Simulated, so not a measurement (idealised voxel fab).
Presented below is a process module, voxel capacitor over wiring.
Section cut is 170 nm wide and gridded with 5 nm square cells.
Each cross-section below is a grid of square cells, stated as bands in top-down order, with one or more rows of cells making up each band.
Read a band's entry like this: the first values are the height of its top and the height of its bottom in nm, and what follows is the sequence of materials from left to right, each with its width in nm. Note that "air" is empty space, and that a single material marked "edge to edge" reaches across the band from edge to edge.
Heights are reckoned from 0. Under this level, the received wafer is all of one material. The bottommost band is open-ended downward, for example "top 0, no bottom".
The width entry "30->40" should be interpreted row by row: the top row of cells in the band takes the first number, the bottom row takes the second number, and the change between adjacent rows is uniform throughout.
No cell of the cross-section changed in a step that is given as "all unchanged".
So "Closed void listing" is basically the list of trapped voids: any empty space of 8 cells or more that can't reach the top through an opening. They're written width x height at distance, the distance being from the left edge, and it's all nm.
Read whatever lies past the settings on a step's line as the simulator's own remark about the step.
overlay nm: right-of-plan distance of the mask on a masked step; negative values mean left-of-plan.
[This section lists the process steps that were planned]
1,RECEIVE with material Si
2,CONFORMAL_DEP with material SiO2, thk nm 15
3,CONFORMAL_DEP with material SiN, thk nm 5
4,DIRECTIONAL_DEP with material SiO2, thk nm 25
5,DIRECTIONAL_DEP with material aC, thk nm 15
6,PATTERN with tone open, mask id METAL_1, material resist, width nm 30, pitch nm 90, thk nm 30, overlay nm 0
7,DIRECTIONAL_ETCH with etch materials aC, depth nm 15
8,STRIP with etch materials resist
9,DIRECTIONAL_ETCH with etch materials SiO2, depth nm 25
10,DIRECTIONAL_ETCH with etch materials SiN, depth nm 5
11,STRIP with etch materials aC
12,CONFORMAL_DEP with material TiN, thk nm 5
13,FILL_DEP with material Cu, thk nm 10
14,CMP with height nm 45
15,CONFORMAL_DEP with material SiCN, thk nm 5
16,DIRECTIONAL_DEP with material SiO2, thk nm 15
17,PATTERN with tone open, mask id PLUG_1, material resist, width nm 15, thk nm 20, overlay nm 0
18,DIRECTIONAL_ETCH with etch materials SiO2, depth nm 15
19,DIRECTIONAL_ETCH with etch materials SiCN, depth nm 5
20,STRIP with etch materials resist
21,CONFORMAL_DEP with material TiN, thk nm 5
22,FILL_DEP with material W, thk nm 5
23,CMP with height nm 65
24,DIRECTIONAL_DEP with material TiN, thk nm 5
25,DIRECTIONAL_DEP with material SiN, thk nm 5
26,DIRECTIONAL_DEP with material TiN, thk nm 5
27,MASKED_ETCH with tone cover, mask id UPPER_PLATE, width nm 65, etch materials TiN, depth nm 5, overlay nm 0
28,MASKED_ETCH with tone cover, mask id UPPER_PLATE, width nm 65, etch materials SiN, depth nm 5, overlay nm 0
29,DIRECTIONAL_DEP with material aC, thk nm 15
30,PATTERN with tone cover, mask id LOWER_PLATE, material resist, width nm 75, thk nm 35, overlay nm 0
31,DIRECTIONAL_ETCH with etch materials aC, depth nm 15
32,STRIP with etch materials resist
33,DIRECTIONAL_ETCH with etch materials TiN, depth nm 5
34,STRIP with etch materials aC
35,FILL_DEP with material SiO2, thk nm 15
36,CMP with height nm 90
37,MASKED_ETCH with tone open, mask id PLUG_2, width nm 15, etch materials SiO2, depth nm 10, overlay nm 0
38,CONFORMAL_DEP with material TiN, thk nm 5
39,FILL_DEP with material Cu, thk nm 5
40,CMP with height nm 90
41,CONFORMAL_DEP with material SiCN, thk nm 5
[What follows covers the first of two wafers; it ran as planned]
[Cross-section of the wafer at receipt, which is the condition after step 1]
  top 0, no bottom = Si edge to edge
  Closed void listing: none
[Step 2 done - wafer cross-section]
  top 15, bottom 0 = SiO2 edge to edge
  Below 0 it's all the same as before, nothing changed down there.
[Step 3 done - wafer cross-section]
  top 20, bottom 15 = SiN edge to edge
  Below 15 it's all the same as before, nothing changed down there.
[Step 4 done - wafer cross-section]
  top 45, bottom 20 = SiO2 edge to edge
  Below 20 it's all the same as before, nothing changed down there.
[Step 5 done - wafer cross-section]
  top 60, bottom 45 = aC edge to edge
  Below 45 it's all the same as before, nothing changed down there.
[Step 6 done - wafer cross-section]
  top 90, bottom 60 = 25 nm resist; 30 nm air; 60 nm resist; 30 nm air; 25 nm resist
  Below 60 it's all the same as before, nothing changed down there.
[Step 7 done - wafer cross-section]
  top 75, bottom 60 = 25 nm resist; 30 nm air; 60 nm resist; 30 nm air; 25 nm resist
  top 60, bottom 45 = 25 nm aC; 30 nm air; 60 nm aC; 30 nm air; 25 nm aC
  Below 45 it's all the same as before, nothing changed down there.
[Step 8 done - wafer cross-section]
  top 60, bottom 45 = 25 nm aC; 30 nm air; 60 nm aC; 30 nm air; 25 nm aC
  Below 45 it's all the same as before, nothing changed down there.
[Step 9 done - wafer cross-section]
  top 60, bottom 45 = 25 nm aC; 30 nm air; 60 nm aC; 30 nm air; 25 nm aC
  top 45, bottom 20 = 25 nm SiO2; 30 nm air; 60 nm SiO2; 30 nm air; 25 nm SiO2
  Below 20 it's all the same as before, nothing changed down there.
[Step 10 done - wafer cross-section]
  top 60, bottom 45 = 25 nm aC; 30 nm air; 60 nm aC; 30 nm air; 25 nm aC
  top 45, bottom 20 = 25 nm SiO2; 30 nm air; 60 nm SiO2; 30 nm air; 25 nm SiO2
  top 20, bottom 15 = 25 nm SiN; 30 nm air; 60 nm SiN; 30 nm air; 25 nm SiN
  Below 15 it's all the same as before, nothing changed down there.
[Step 11 done - wafer cross-section]
  top 45, bottom 20 = 25 nm SiO2; 30 nm air; 60 nm SiO2; 30 nm air; 25 nm SiO2
  Below 20 it's all the same as before, nothing changed down there.
[Step 12 done - wafer cross-section]
  top 50, bottom 45 = 30 nm TiN; 20 nm air; 70 nm TiN; 20 nm air; 30 nm TiN
  top 45, bottom 20 = 25 nm SiO2; 5 nm TiN; 20 nm air; 5 nm TiN; 60 nm SiO2; 5 nm TiN; 20 nm air; 5 nm TiN; 25 nm SiO2
  top 20, bottom 15 = 25 nm SiN; 30 nm TiN; 60 nm SiN; 30 nm TiN; 25 nm SiN
  Below 15 it's all the same as before, nothing changed down there.
[Step 13 done - wafer cross-section]
  top 60, bottom 50 = Cu edge to edge
  top 50, bottom 45 = 30 nm TiN; 20 nm Cu; 70 nm TiN; 20 nm Cu; 30 nm TiN
  top 45, bottom 20 = 25 nm SiO2; 5 nm TiN; 20 nm Cu; 5 nm TiN; 60 nm SiO2; 5 nm TiN; 20 nm Cu; 5 nm TiN; 25 nm SiO2
  Below 20 it's all the same as before, nothing changed down there.
[Step 14 done - wafer cross-section]
  top 45, bottom 20 = 25 nm SiO2; 5 nm TiN; 20 nm Cu; 5 nm TiN; 60 nm SiO2; 5 nm TiN; 20 nm Cu; 5 nm TiN; 25 nm SiO2
  Below 20 it's all the same as before, nothing changed down there.
[Step 15 done - wafer cross-section]
  top 50, bottom 45 = SiCN edge to edge
  Below 45 it's all the same as before, nothing changed down there.
[Step 16 done - wafer cross-section]
  top 65, bottom 50 = SiO2 edge to edge
  Below 50 it's all the same as before, nothing changed down there.
[Step 17 done - wafer cross-section]
  top 85, bottom 65 = 40 nm resist; 15 nm air; 115 nm resist
  Below 65 it's all the same as before, nothing changed down there.
[Step 18 done - wafer cross-section]
  top 85, bottom 65 = 40 nm resist; 15 nm air; 115 nm resist
  top 65, bottom 50 = 40 nm SiO2; 15 nm air; 115 nm SiO2
  Below 50 it's all the same as before, nothing changed down there.
[Step 19 done - wafer cross-section]
  top 85, bottom 65 = 40 nm resist; 15 nm air; 115 nm resist
  top 65, bottom 50 = 40 nm SiO2; 15 nm air; 115 nm SiO2
  top 50, bottom 45 = 40 nm SiCN; 15 nm air; 115 nm SiCN
  Below 45 it's all the same as before, nothing changed down there.
[Step 20 done - wafer cross-section]
  top 65, bottom 50 = 40 nm SiO2; 15 nm air; 115 nm SiO2
  Below 50 it's all the same as before, nothing changed down there.
[Step 21 done - wafer cross-section]
  top 70, bottom 65 = 45 nm TiN; 5 nm air; 120 nm TiN
  top 65, bottom 50 = 40 nm SiO2; 5 nm TiN; 5 nm air; 5 nm TiN; 115 nm SiO2
  top 50, bottom 45 = 40 nm SiCN; 15 nm TiN; 115 nm SiCN
  Below 45 it's all the same as before, nothing changed down there.
[Step 22 done - wafer cross-section]
  top 75, bottom 70 = W edge to edge
  top 70, bottom 65 = 45 nm TiN; 5 nm W; 120 nm TiN
  top 65, bottom 50 = 40 nm SiO2; 5 nm TiN; 5 nm W; 5 nm TiN; 115 nm SiO2
  Below 50 it's all the same as before, nothing changed down there.
[Step 23 done - wafer cross-section]
  top 65, bottom 50 = 40 nm SiO2; 5 nm TiN; 5 nm W; 5 nm TiN; 115 nm SiO2
  Below 50 it's all the same as before, nothing changed down there.
[Step 24 done - wafer cross-section]
  top 70, bottom 65 = TiN edge to edge
  Below 65 it's all the same as before, nothing changed down there.
[Step 25 done - wafer cross-section]
  top 75, bottom 70 = SiN edge to edge
  Below 70 it's all the same as before, nothing changed down there.
[Step 26 done - wafer cross-section]
  top 80, bottom 75 = TiN edge to edge
  Below 75 it's all the same as before, nothing changed down there.
[Step 27 done - wafer cross-section]
  top 80, bottom 75 = 40 nm air; 65 nm TiN; 65 nm air
  Below 75 it's all the same as before, nothing changed down there.
[Step 28 done - wafer cross-section]
  top 80, bottom 75 = 40 nm air; 65 nm TiN; 65 nm air
  top 75, bottom 70 = 40 nm air; 65 nm SiN; 65 nm air
  Below 70 it's all the same as before, nothing changed down there.
[Step 29 done - wafer cross-section]
  top 95, bottom 85 = 40 nm air; 65 nm aC; 65 nm air
  top 85, bottom 80 = aC edge to edge
  top 80, bottom 75 = 40 nm aC; 65 nm TiN; 65 nm aC
  top 75, bottom 70 = 40 nm aC; 65 nm SiN; 65 nm aC
  Below 70 it's all the same as before, nothing changed down there.
[Step 30 done - wafer cross-section]
  top 130, bottom 95 = 35 nm air; 75 nm resist; 60 nm air
  top 95, bottom 85 = 35 nm air; 5 nm resist; 65 nm aC; 5 nm resist; 60 nm air
  Below 85 it's all the same as before, nothing changed down there.
[Step 31 done - wafer cross-section]
  top 115, bottom 95 = 35 nm air; 75 nm resist; 60 nm air
  top 95, bottom 85 = 35 nm air; 5 nm resist; 65 nm aC; 5 nm resist; 60 nm air
  top 85, bottom 80 = 35 nm air; 75 nm aC; 60 nm air
  top 80, bottom 75 = 35 nm air; 5 nm aC; 65 nm TiN; 5 nm aC; 60 nm air
  top 75, bottom 70 = 35 nm air; 5 nm aC; 65 nm SiN; 5 nm aC; 60 nm air
  Below 70 it's all the same as before, nothing changed down there.
[Step 32 done - wafer cross-section]
  top 95, bottom 85 = 40 nm air; 65 nm aC; 65 nm air
  Below 85 it's all the same as before, nothing changed down there.
[Step 33 done - wafer cross-section]
  top 95, bottom 85 = 40 nm air; 65 nm aC; 65 nm air
  top 85, bottom 80 = 35 nm air; 75 nm aC; 60 nm air
  top 80, bottom 75 = 35 nm air; 5 nm aC; 65 nm TiN; 5 nm aC; 60 nm air
  top 75, bottom 70 = 35 nm air; 5 nm aC; 65 nm SiN; 5 nm aC; 60 nm air
  top 70, bottom 65 = 35 nm air; 75 nm TiN; 60 nm air
  Below 65 it's all the same as before, nothing changed down there.
[Step 34 done - wafer cross-section]
  top 80, bottom 75 = 40 nm air; 65 nm TiN; 65 nm air
  top 75, bottom 70 = 40 nm air; 65 nm SiN; 65 nm air
  Below 70 it's all the same as before, nothing changed down there.
[Step 35 done - wafer cross-section]
  top 95, bottom 80 = SiO2 edge to edge
  top 80, bottom 75 = 40 nm SiO2; 65 nm TiN; 65 nm SiO2
  top 75, bottom 70 = 40 nm SiO2; 65 nm SiN; 65 nm SiO2
  top 70, bottom 65 = 35 nm SiO2; 75 nm TiN; 60 nm SiO2
  Below 65 it's all the same as before, nothing changed down there.
[Step 36 done - wafer cross-section]
  top 90, bottom 80 = SiO2 edge to edge
  Below 80 it's all the same as before, nothing changed down there.
[Step 37 done - wafer cross-section]
  top 90, bottom 80 = 50 nm SiO2; 15 nm air; 105 nm SiO2
  Below 80 it's all the same as before, nothing changed down there.
[Step 38 done - wafer cross-section]
  top 95, bottom 90 = 55 nm TiN; 5 nm air; 110 nm TiN
  top 90, bottom 85 = 50 nm SiO2; 5 nm TiN; 5 nm air; 5 nm TiN; 105 nm SiO2
  top 85, bottom 75 = 50->40 nm SiO2; 15->65 nm TiN; 105->65 nm SiO2
  Below 75 it's all the same as before, nothing changed down there.
[Step 39 done - wafer cross-section]
  top 100, bottom 95 = Cu edge to edge
  top 95, bottom 90 = 55 nm TiN; 5 nm Cu; 110 nm TiN
  top 90, bottom 85 = 50 nm SiO2; 5 nm TiN; 5 nm Cu; 5 nm TiN; 105 nm SiO2
  Below 85 it's all the same as before, nothing changed down there.
[Step 40 done - wafer cross-section]
  top 90, bottom 85 = 50 nm SiO2; 5 nm TiN; 5 nm Cu; 5 nm TiN; 105 nm SiO2
  Below 85 it's all the same as before, nothing changed down there.
[Step 41 done - wafer cross-section]
  top 95, bottom 90 = SiCN edge to edge
  Below 90 it's all the same as before, nothing changed down there.
[Second of two: same start, same plan, one run error; steps up to and including 24 match the first]
[The second wafer in cross-section, at the planned close of step 25]
  top 75, bottom 65 = TiN edge to edge
  Below 65 it's all the same as before, nothing changed down there.
[The second wafer in cross-section, at the planned close of step 26]
  top 80, bottom 75 = SiN edge to edge
  Below 75 it's all the same as before, nothing changed down there.
The second wafer in cross-section, at the planned close of step 27: all unchanged
[The second wafer in cross-section, at the planned close of step 28]
  top 80, bottom 75 = 40 nm air; 65 nm SiN; 65 nm air
  Below 75 it's all the same as before, nothing changed down there.
[The second wafer in cross-section, at the planned close of step 29]
  top 95, bottom 90 = 40 nm air; 65 nm aC; 65 nm air
  top 90, bottom 80 = aC edge to edge
  top 80, bottom 75 = 40 nm aC; 65 nm SiN; 65 nm aC
  Below 75 it's all the same as before, nothing changed down there.
[The second wafer in cross-section, at the planned close of step 30]
  top 130, bottom 95 = 35 nm air; 75 nm resist; 60 nm air
  top 95, bottom 90 = 35 nm air; 5 nm resist; 65 nm aC; 5 nm resist; 60 nm air
  Below 90 it's all the same as before, nothing changed down there.
[The second wafer in cross-section, at the planned close of step 31]
  top 115, bottom 95 = 35 nm air; 75 nm resist; 60 nm air
  top 95, bottom 90 = 35 nm air; 5 nm resist; 65 nm aC; 5 nm resist; 60 nm air
  top 90, bottom 80 = 35 nm air; 75 nm aC; 60 nm air
  top 80, bottom 75 = 35 nm air; 5 nm aC; 65 nm SiN; 5 nm aC; 60 nm air
  Below 75 it's all the same as before, nothing changed down there.
[The second wafer in cross-section, at the planned close of step 32]
  top 95, bottom 90 = 40 nm air; 65 nm aC; 65 nm air
  Below 90 it's all the same as before, nothing changed down there.
[The second wafer in cross-section, at the planned close of step 33]
  top 95, bottom 90 = 40 nm air; 65 nm aC; 65 nm air
  top 90, bottom 80 = 35 nm air; 75 nm aC; 60 nm air
  top 80, bottom 75 = 35 nm air; 5 nm aC; 65 nm SiN; 5 nm aC; 60 nm air
  top 75, bottom 70 = 35 nm air; 75 nm TiN; 60 nm air
  Below 70 it's all the same as before, nothing changed down there.
[The second wafer in cross-section, at the planned close of step 34]
  top 80, bottom 75 = 40 nm air; 65 nm SiN; 65 nm air
  Below 75 it's all the same as before, nothing changed down there.
[The second wafer in cross-section, at the planned close of step 35]
  top 95, bottom 80 = SiO2 edge to edge
  top 80, bottom 75 = 40 nm SiO2; 65 nm SiN; 65 nm SiO2
  top 75, bottom 70 = 35 nm SiO2; 75 nm TiN; 60 nm SiO2
  Below 70 it's all the same as before, nothing changed down there.
[The second wafer in cross-section, at the planned close of step 36]
  top 90, bottom 80 = SiO2 edge to edge
  Below 80 it's all the same as before, nothing changed down there.
[The second wafer in cross-section, at the planned close of step 37]
  top 90, bottom 80 = 50 nm SiO2; 15 nm air; 105 nm SiO2
  Below 80 it's all the same as before, nothing changed down there.
[The second wafer in cross-section, at the planned close of step 38]
  top 95, bottom 90 = 55 nm TiN; 5 nm air; 110 nm TiN
  top 90, bottom 85 = 50 nm SiO2; 5 nm TiN; 5 nm air; 5 nm TiN; 105 nm SiO2
  top 85, bottom 80 = 50 nm SiO2; 15 nm TiN; 105 nm SiO2
  Below 80 it's all the same as before, nothing changed down there.
[The second wafer in cross-section, at the planned close of step 39]
  top 100, bottom 95 = Cu edge to edge
  top 95, bottom 90 = 55 nm TiN; 5 nm Cu; 110 nm TiN
  top 90, bottom 85 = 50 nm SiO2; 5 nm TiN; 5 nm Cu; 5 nm TiN; 105 nm SiO2
  Below 85 it's all the same as before, nothing changed down there.
[The second wafer in cross-section, at the planned close of step 40]
  top 90, bottom 85 = 50 nm SiO2; 5 nm TiN; 5 nm Cu; 5 nm TiN; 105 nm SiO2
  Below 85 it's all the same as before, nothing changed down there.
[The second wafer in cross-section, at the planned close of step 41]
  top 95, bottom 90 = SiCN edge to edge
  Below 90 it's all the same as before, nothing changed down there.
Finding, execution versus plan: the executed order of steps 25 and 26 is the reverse of that specified in the plan, each step having taken the other's position
The second wafer ends with more or fewer cells of some materials than the first, per final count: SiO2: 21 fewer | TiN: 21 more
